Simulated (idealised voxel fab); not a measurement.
voxel lift off: a process module
Cross-sectional view cut (width: 190 nm; square cell size: 5 nm).
A cross-section is a grid of square cells, given in bands from the top down. A band is one or more rows of cells.
Top height, bottom height, nm. Materials left to right, width each, nm. Single material + "everywhere" = fills band edge to edge. "air" = empty.
Heads up on the height convention: 0 is the point under which the incoming wafer is all one material, and the lowest band has no bottom, it just keeps going down, like "0..down".
A width given as "30..40" starts at the first number in the band's top row and ends at the second number in its bottom row, shifting by an equal amount at every step from row to row.
Given "no alteration" for a step, no cell of the cross-section differs between before and after that step.
Empty spaces counting at least 8 cells and having no open way to the top are listed in "Voids lacking openings". The notation width x height at distance is used for each, the distance being from the left edge and all three values in nm.
Past the settings on a step's line: simulator remark, on that step.
overlay nm: step with mask; distance mask lay right of planned place; negative value = left of planned place.
**Planned process steps**
1. RECEIVE with material Si
2. CONFORMAL_DEP with material Al2O3, thk nm 15
3. PATTERN with tone open, mask id LINES, material resist, width nm 20, pitch nm 45, thk nm 30, overlay nm 0
4. DIRECTIONAL_DEP with material Ru, thk nm 15
5. STRIP with etch materials resist
6. CONFORMAL_DEP with material SiCN, thk nm 10
**This is the cross-section of the wafer as we received it, i.e. after step 1**
- 0..down  Si everywhere
- Voids lacking openings: none
**End-of-module XS, first of two wafers, run as planned**
- 40..30  air=5, then SiCN=40, then air=5, then SiCN=40, then air=5, then SiCN=40, then air=5, then SiCN=40, then air=10
- 30..25  air=5, then SiCN=10, then Ru=20, then SiCN=10, then air=5, then SiCN=10, then Ru=20, then SiCN=10, then air=5, then SiCN=10, then Ru=20, then SiCN=10, then air=5, then SiCN=10, then Ru=20, then SiCN=10, then air=10
- 25..15  SiCN=15, then Ru=20, then SiCN=25, then Ru=20, then SiCN=25, then Ru=20, then SiCN=25, then Ru=20, then SiCN=20
- 15..0  Al2O3 everywhere
- 0..down  Si everywhere
- Voids lacking openings: none
**second wafer at the end: like start, like plan, one mistake**
- 30..20  air=5, then SiCN=40, then air=5, then SiCN=40, then air=5, then SiCN=40, then air=5, then SiCN=40, then air=10
- 20..15  air=5, then SiCN=10, then Ru=20, then SiCN=10, then air=5, then SiCN=10, then Ru=20, then SiCN=10, then air=5, then SiCN=10, then Ru=20, then SiCN=10, then air=5, then SiCN=10, then Ru=20, then SiCN=10, then air=10
- 15..5  SiCN=15, then Ru=20, then SiCN=25, then Ru=20, then SiCN=25, then Ru=20, then SiCN=25, then Ru=20, then SiCN=20
- 5..0  Al2O3 everywhere
- 0..down  Si everywhere
- Voids lacking openings: none
Run error: note that step 2 departed from the planned setting and was carried out as CONFORMAL_DEP with material Al2O3, thk nm 5
Heads up, by the end the second wafer has more or fewer cells of some materials compared to the first: Al2O3: 76 fewer
